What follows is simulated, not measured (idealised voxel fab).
Module name: voxel released beams (process module)
The figure presents cross-section cut, which has a width of 245 nm and is divided into square cells with an edge length of 5 nm.
The cross-sections in this document take the form of a grid made of square cells. They are written out as bands, in order from top to bottom. Each band consists of one or more rows of cells. Basically the band line says how high the top is and how high the bottom is, in nm, and then what's in it from left to right, every material with its width in nm. Empty space shows up as "blank", and if a single material carries "throughout" it runs the full band edge to edge. A quick word on heights: they are counted from 0, and under that level the wafer as it came to us is one material throughout. The lowest band is different from the rest in having no bottom; it simply continues downward, written as in "top 0, no bottom". Width: "30..40" (first number = top row, second number = bottom row, same change from row to row of cells). You'll sometimes find "remains unaltered" written for a step, and that's the way of saying that nowhere in the cross-section did a cell change during that step. If an empty space has no open way to the top and is at least 8 cells in size, "Enclosed cavities" lists it, written width x height at distance, where distance is measured from the left edge and every value is in nm. Note: text after step settings on the step line = simulator remark on that step. A step line may carry the setting "overlay nm", which, for steps involving a mask, states the distance by which the mask lay to the right of its intended position; negative values denote displacement to the left.
### Planned step list for the process
1) RECEIVE with material Si
2) CONFORMAL_DEP with material Al2O3, thk nm 10
3) DIRECTIONAL_DEP with material SiO2, thk nm 10
4) DIRECTIONAL_DEP with material aC, thk nm 10
5) PATTERN with tone open, mask id ANCHOR, material resist, width nm 35, thk nm 25, overlay nm 0
6) DIRECTIONAL_ETCH with etch materials aC, depth nm 10
7) STRIP with etch materials resist
8) DIRECTIONAL_ETCH with etch materials SiO2, depth nm 10
9) STRIP with etch materials aC
10) CONFORMAL_DEP with material W, thk nm 15
11) DIRECTIONAL_DEP with material aC, thk nm 15
12) PATTERN with tone cover, mask id BEAM, material resist, width nm 105, thk nm 30, overlay nm 0
13) DIRECTIONAL_ETCH with etch materials aC, depth nm 15
14) STRIP with etch materials resist
15) DIRECTIONAL_ETCH with etch materials W, depth nm 15
16) STRIP with etch materials aC
17) STRIP with etch materials SiO2
### This is the cross-section of the wafer as we received it, i.e. after step 1
* top 0, no bottom  Si throughout
* Enclosed cavities: none
### Cross-sectional image of the first of two wafers at the end of the module, the run having proceeded as planned
* top 35, bottom 25  blank: 65 | W: 20 | blank: 5 | W: 80 | blank: 75
* top 25, bottom 20  blank: 65 | W: 105 | blank: 75
* top 20, bottom 10  blank: 70 | W: 35 | blank: 140
* top 10, bottom 0  Al2O3 throughout
* top 0, no bottom  Si throughout
* Enclosed cavities: none
### Here is the second of the two wafers cut open at the end of the module - same start, same plan as the first one, but we made one mistake running it
* top 35, bottom 20  blank: 65 | W: 105 | blank: 75
* top 20, bottom 10  Al2O3 throughout
* top 10, bottom 0  SiO2 throughout
* top 0, no bottom  Si throughout
* Enclosed cavities: none
Processing error: the processing plan was not followed for steps 2 and 3, which were run with their positions exchanged
In the final state, the cell counts of the second wafer exceed or fall short of those of the first for the following materials: SiO2: 98 more, W: 12 fewer
